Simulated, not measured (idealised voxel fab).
Documented hereafter: the process module known as voxel released beams.
The width of the displayed cross-section, cut, is 280 nm; its cells are square, with a size of 5 nm.
A cross-section in this document is a grid of square cells, and it is written down as bands, the top band listed before the ones below it; a band is made up of one or more rows of cells. Read a band's entry like this: the first values are the height of its top and the height of its bottom in nm, and what follows is the sequence of materials from left to right, each with its width in nm. Note that "air" is empty space, and that a single material marked "everywhere" reaches across the band from edge to edge. For the purposes of this specification, 0 denotes the height below which the wafer in its as-received condition is composed wholly of one material, and the lowermost band, lacking a lower limit, extends downward without end, as expressed in "0 and below". The width entry "30->40" should be interpreted row by row: the top row of cells in the band takes the first number, the bottom row takes the second number, and the change between adjacent rows is uniform throughout. Step note "no modification" = no cross-section cell changed. "Closed void entries" contains a list of empty spaces, each no smaller than 8 cells and without an open way to the top, written in the form width x height at distance with the distance from the left edge and all three in nm. Post-settings text on a step line: simulator's own remark regarding the step. overlay nm: mask right of planned place by this much (step with mask). Neg. = left.

PLAN
step 1: RECEIVE: material Si
step 2: CONFORMAL_DEP: material Al2O3, thk nm 10
step 3: DIRECTIONAL_DEP: material SiO2, thk nm 20
step 4: PATTERN: tone open, mask id ANCHOR, material resist, width nm 25, thk nm 20, overlay nm 0
step 5: DIRECTIONAL_ETCH: etch materials SiO2, depth nm 20
step 6: STRIP: etch materials resist
step 7: CONFORMAL_DEP: material SiN, thk nm 10
step 8: DIRECTIONAL_DEP: material aC, thk nm 10
step 9: PATTERN: tone cover, mask id BEAM, material resist, width nm 70, thk nm 30, overlay nm 0
step 10: DIRECTIONAL_ETCH: etch materials aC, depth nm 10
step 11: STRIP: etch materials resist
step 12: DIRECTIONAL_ETCH: etch materials SiN, depth nm 10
step 13: STRIP: etch materials aC
step 14: STRIP: etch materials SiO2

WAFER AS RECEIVED: CROSS-SECTION FOLLOWING STEP 1
> 0 and below | Si everywhere
> Closed void entries: none

CROSS-SECTIONAL RESULT AFTER MODULE COMPLETION. NOTE: STARTING CONDITION AND PLAN ARE UNCHANGED FROM ABOVE; ONE PROCESSING MISTAKE WAS MADE
> 30 down to 20 | 100 of air / 15 of SiN / 5 of air / 50 of SiN / 110 of air
> 20 down to 10 | 105 of air / 10 of SiN / 5 of air / 10 of SiN / 150 of air
> 10 down to 0 | 105 of air / 25 of SiN / 150 of air
> 0 and below | Si everywhere
> Closed void entries: none
Heads up, the wafer didn't run the way we planned it: plan step 2 never ran because it was skipped
